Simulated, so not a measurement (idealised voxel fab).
The name of this process module is voxel self aligned contacts.
This is section cut - it's 225 nm across, gridded in 5 nm square cells.
Square cells in a grid make up a cross-section in this document, and the grid is given as bands, listed from the top down, each one or more rows of cells.
Band entry format. Leading values: height of top, height of bottom, nm. Remainder: materials in left-to-right order, each with its width in nm. Special words: "throughout" on a single material, which then fills the band edge to edge; "air", empty space.
For the purposes of this specification, 0 denotes the height below which the wafer in its as-received condition is composed wholly of one material, and the lowermost band, lacking a lower limit, extends downward without end, as expressed in "0 nm and below".
Think of "30..40" as a width that walks from the first number to the second as you go down the band, top row to bottom row, taking equal-sized steps from row to row.
Reading "all unchanged" for a step: not a cell of the cross-section changed in it.
What "Listed closed voids" gives you is every empty space of 8 cells or more that is cut off from the top. Each appears as width x height at distance, with the distance taken from the left edge and width, height and distance all in nm.
Note: text after step settings on the step line = simulator remark on that step.
You can add "overlay nm" to a step's line. For a step with a mask, it describes how far the mask lay to the right of its planned position, and a negative number describes a lay to the left.
The process steps that were planned are listed below
1 RECEIVE (material Si)
2 CONFORMAL_DEP (material SiO2; thk nm 5)
3 DIRECTIONAL_DEP (material polySi; thk nm 25)
4 DIRECTIONAL_DEP (material SiN; thk nm 20)
5 MASKED_ETCH (tone cover; mask id GATE; width nm 30; pitch nm 70; etch materials SiN; depth nm 20; overlay nm 0)
6 MASKED_ETCH (tone cover; mask id GATE; width nm 30; pitch nm 70; etch materials polySi; depth nm 25; overlay nm 0)
7 CONFORMAL_DEP (material SiN; thk nm 10)
8 DIRECTIONAL_ETCH (etch materials SiN; depth nm 10)
9 FILL_DEP (material SiO2; thk nm 10)
10 CMP (height nm 55)
11 PATTERN (tone open; mask id CONTACT; material resist; width nm 50; thk nm 20; overlay nm 0)
12 DIRECTIONAL_ETCH (etch materials SiO2; depth nm 55)
13 STRIP (etch materials resist)
14 CONFORMAL_DEP (material TiN; thk nm 5)
15 FILL_DEP (material Ru; thk nm 10)
16 CMP (height nm 55)
17 CONFORMAL_DEP (material SiCN; thk nm 5)
As-received wafer cross-section (after step 1)
* 0 nm and below = Si throughout
* Listed closed voids: none
First wafer of two, sectioned at end of module; run went per plan
* 60 nm to 55 nm = SiCN throughout
* 55 nm to 50 nm = SiO2: 85  TiN: 20  Ru: 10  TiN: 20  SiO2: 90
* 50 nm to 30 nm = SiO2: 50  SiN: 50  TiN: 5  Ru: 10  TiN: 5  SiN: 50  SiO2: 55
* 30 nm to 5 nm = SiO2: 50  SiN: 10  polySi: 30  SiN: 10  TiN: 5  Ru: 10  TiN: 5  SiN: 10  polySi: 30  SiN: 10  SiO2: 55
* 5 nm to 0 nm = SiO2: 100  TiN: 20  SiO2: 105
* 0 nm and below = Si throughout
* Listed closed voids: none
Same start, same plan as the first wafer - but one mistake in the run. Cross-section of the second of the two at the end of the module
* 60 nm to 55 nm = SiCN throughout
* 55 nm to 45 nm = SiO2: 85  TiN: 5..20  Ru: 40..10  TiN: 5..20  SiO2: 90
* 45 nm to 25 nm = SiO2: 50  SiN: 50  TiN: 5  Ru: 10  TiN: 5  SiN: 50  SiO2: 55
* 25 nm to 5 nm = SiO2: 50  SiN: 10  polySi: 30  SiN: 10  TiN: 5  Ru: 10  TiN: 5  SiN: 10  polySi: 30  SiN: 10  SiO2: 55
* 5 nm to 0 nm = SiO2: 50  SiN: 10  polySi: 30  SiN: 10  TiN: 20  SiN: 10  polySi: 30  SiN: 10  SiO2: 55
* 0 nm and below = Si throughout
* Listed closed voids: none
Short version of what went wrong: no execution of plan step 2; skipped
Counted in cells at the end, the second wafer holds more or fewer of these materials than the first: Ru: 6 more; SiO2: 6 fewer
